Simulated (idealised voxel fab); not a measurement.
The following is a process module called voxel ribs on slabs.
Square cell edge 5 nm, section width 180 nm, ID cut.
Square cells in a grid make up a cross-section in this document, and the grid is given as bands, listed from the top down, each one or more rows of cells.
It is stipulated that each band's entry specify, in nanometres, the height of the top of the band and then that of its bottom, followed by the materials of the band in left-to-right sequence, each together with its width in nanometres. A single material marked by the word "edge to edge" is understood to fill the band from edge to edge; the word "air" is understood to denote empty space.
Convention: height 0 is the level below which the wafer, as received, is all one material. The lowest band does not terminate at the bottom but continues downward, represented as "0 -> down".
With a width like "30..40", each row of cells in the band differs from the next by the same amount, the top row carrying the first number and the bottom row the second.
A step reported as "nothing was modified" is a step in which no cell of the cross-section changed.
In "Sealed cavities" the enclosed voids are listed, meaning empty spaces of 8 cells or larger without any opening to the top. The form is width x height at distance, distance from the left edge, units nm.
Whatever follows a step's settings on its line is a remark the simulator itself makes about that step.
The "overlay nm" setting may appear on a step's line; for a step that uses a mask, it gives how far to the right of its planned position the mask lay, and a negative value indicates the left.
[Steps in the process plan]
| 1 | RECEIVE (material Si) |
| 2 | DIRECTIONAL_DEP (material SiO2; thk nm 30) |
| 3 | DIRECTIONAL_DEP (material SiN; thk nm 25) |
| 4 | DIRECTIONAL_DEP (material aC; thk nm 15) |
| 5 | PATTERN (tone cover; mask id RIB; material resist; width nm 25; thk nm 35; overlay nm 0) |
| 6 | DIRECTIONAL_ETCH (etch materials aC; depth nm 15) |
| 7 | STRIP (etch materials resist) |
| 8 | DIRECTIONAL_ETCH (etch materials SiN; depth nm 5) |
| 9 | STRIP (etch materials aC) |
| 10 | PATTERN (tone cover; mask id SLAB; material resist; width nm 65; thk nm 15; overlay nm 0) |
| 11 | DIRECTIONAL_ETCH (etch materials SiN; depth nm 20) |
| 12 | STRIP (etch materials resist) |
| 13 | FILL_DEP (material SiO2; thk nm 25) |
| 14 | CMP (height nm 75) |
| 15 | DIRECTIONAL_DEP (material TiN; thk nm 10) |
| 16 | MASKED_ETCH (tone cover; mask id HEATER; width nm 25; etch materials TiN; depth nm 10; overlay nm 0) |
| 17 | CONFORMAL_DEP (material SiN; thk nm 10) |
Heads up: all these wafers start the same, and what changes between them is the width nm in step 16. The value you see in the plan is just what the first wafer got.
[First of several wafers (as received, post step 1), cross-sectional view]
> 0 -> down  Si edge to edge
> Sealed cavities: none
[Rows = wafers. At module end, each row lists per material the cells gained (+) or lost (-) since the wafer was received, then the closed voids]
width nm 25 | +137 SiN | +483 SiO2 | +10 TiN | Sealed cavities: none
width nm 30 | +137 SiN | +483 SiO2 | +12 TiN | Sealed cavities: none
width nm 35 | +137 SiN | +483 SiO2 | +14 TiN | Sealed cavities: none
width nm 40 | +137 SiN | +483 SiO2 | +16 TiN | Sealed cavities: none
width nm 45 | +137 SiN | +483 SiO2 | +18 TiN | Sealed cavities: none
width nm 50 | +137 SiN | +483 SiO2 | +20 TiN | Sealed cavities: none
